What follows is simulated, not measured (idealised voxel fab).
process module | voxel capacitor over wiring
cross-section cut | 275 nm wide | cells 5 nm
A cross-section is a grid of square cells, given in bands from the top down. A band is one or more rows of cells.
Each band's line starts with the height of the band's top and of its bottom, in nm. Then come its materials from left to right, each with its width in nm. One material with "throughout" fills the band from edge to edge. "air" is empty space.
Height 0 is the level under which the wafer as received is all one material. The lowest band goes on downwards, as in "0 down".
A width such as "30 to 40" changes by the same amount from each row of cells to the next, from the band's top row to its bottom row.
"no change" after a step means that no cell of the cross-section changed.
closed voids: empty space of 8 cells or more with no open way to the top, each as width x height at its distance from the left edge, in nm
after a step's settings: what the simulator itself notes on the step
overlay nm, on a step with a mask: how far to the right of its planned place the mask lay; to the left if negative
plan
1 op RECEIVE | material Si
2 op CONFORMAL_DEP | material SiO2 | thk nm 15
3 op DIRECTIONAL_DEP | material TiN | thk nm 5
4 op DIRECTIONAL_DEP | material Ru | thk nm 25
5 op PATTERN | tone cover | mask id METAL_1 | material resist | width nm 30 | pitch nm 100 | thk nm 20 | overlay nm 0
6 op DIRECTIONAL_ETCH | etch materials Ru | depth nm 25
7 op DIRECTIONAL_ETCH | etch materials TiN | depth nm 5
8 op STRIP | etch materials resist
9 op FILL_DEP | material lowk | thk nm 10
10 op CMP | height nm 45
11 op CONFORMAL_DEP | material SiCN | thk nm 5
12 op DIRECTIONAL_DEP | material SiO2 | thk nm 20
13 op MASKED_ETCH | tone open | mask id PLUG_1 | width nm 15 | etch materials SiO2 | depth nm 20 | overlay nm 0
14 op MASKED_ETCH | tone open | mask id PLUG_1 | width nm 15 | etch materials SiCN | depth nm 5 | overlay nm 0
15 op CONFORMAL_DEP | material TiN | thk nm 5
16 op FILL_DEP | material W | thk nm 10
17 op CMP | height nm 70
18 op DIRECTIONAL_DEP | material TiN | thk nm 5
19 op DIRECTIONAL_DEP | material SiN | thk nm 5
20 op DIRECTIONAL_DEP | material TiN | thk nm 5
21 op PATTERN | tone cover | mask id UPPER_PLATE | material resist | width nm 75 | thk nm 15 | overlay nm 0
22 op DIRECTIONAL_ETCH | etch materials TiN | depth nm 5
23 op DIRECTIONAL_ETCH | etch materials SiN | depth nm 5
24 op STRIP | etch materials resist
25 op MASKED_ETCH | tone cover | mask id LOWER_PLATE | width nm 85 | etch materials TiN | depth nm 5 | overlay nm 0
26 op FILL_DEP | material SiO2 | thk nm 20
27 op CMP | height nm 100
28 op DIRECTIONAL_DEP | material aC | thk nm 15
29 op PATTERN | tone open | mask id PLUG_2 | material resist | width nm 15 | thk nm 35 | overlay nm 0
30 op DIRECTIONAL_ETCH | etch materials aC | depth nm 15
31 op STRIP | etch materials resist
32 op DIRECTIONAL_ETCH | etch materials SiO2 | depth nm 15
33 op STRIP | etch materials aC
34 op CONFORMAL_DEP | material TiN | thk nm 5
35 op FILL_DEP | material W | thk nm 10
36 op CMP | height nm 100
37 op CONFORMAL_DEP | material SiN | thk nm 5
as received, after step 1
  0 down: Si throughout
  closed voids: none
first wafer at the end, as planned
  105 to 100: SiN throughout
  100 to 90: SiO2 95 | TiN 5 | W 5 | TiN 5 | SiO2 165
  90 to 80: SiO2 95 to 85 | TiN 15 to 75 | SiO2 165 to 115
  80 to 75: SiO2 85 | SiN 75 | SiO2 115
  75 to 70: SiO2 80 | TiN 85 | SiO2 110
  70 to 50: SiO2 85 | TiN 5 | W 5 | TiN 5 | SiO2 175
  50 to 45: SiCN 85 | TiN 15 | SiCN 175
  45 to 20: lowk 70 | Ru 30 | lowk 70 | Ru 30 | lowk 75
  20 to 15: lowk 70 | TiN 30 | lowk 70 | TiN 30 | lowk 75
  15 to 0: SiO2 throughout
  0 down: Si throughout
  closed voids: none
second wafer at the end: like start, like plan, one mistake
  105 to 100: SiN throughout
  100 to 90: SiO2 95 | TiN 5 | W 5 | TiN 5 | SiO2 165
  90 to 80: SiO2 95 to 85 | TiN 15 to 75 | SiO2 165 to 115
  80 to 75: SiO2 85 | SiN 75 | SiO2 115
  75 to 70: SiO2 80 | TiN 85 | SiO2 110
  70 to 50: SiO2 85 | TiN 5 | W 5 | TiN 5 | SiO2 175
  50 to 45: SiCN 85 | TiN 15 | SiCN 175
  45 to 35: lowk 70 | Ru 30 | lowk 70 | Ru 30 | lowk 75
  35 to 30: lowk 70 | TiN 30 | lowk 70 | TiN 30 | lowk 75
  30 to 0: SiO2 throughout
  0 down: Si throughout
  closed voids: none
what went wrong: step 2 was run twice
at the end the second wafer has, in cells: 36 fewer of Ru | 165 more of SiO2 | 129 fewer of lowk
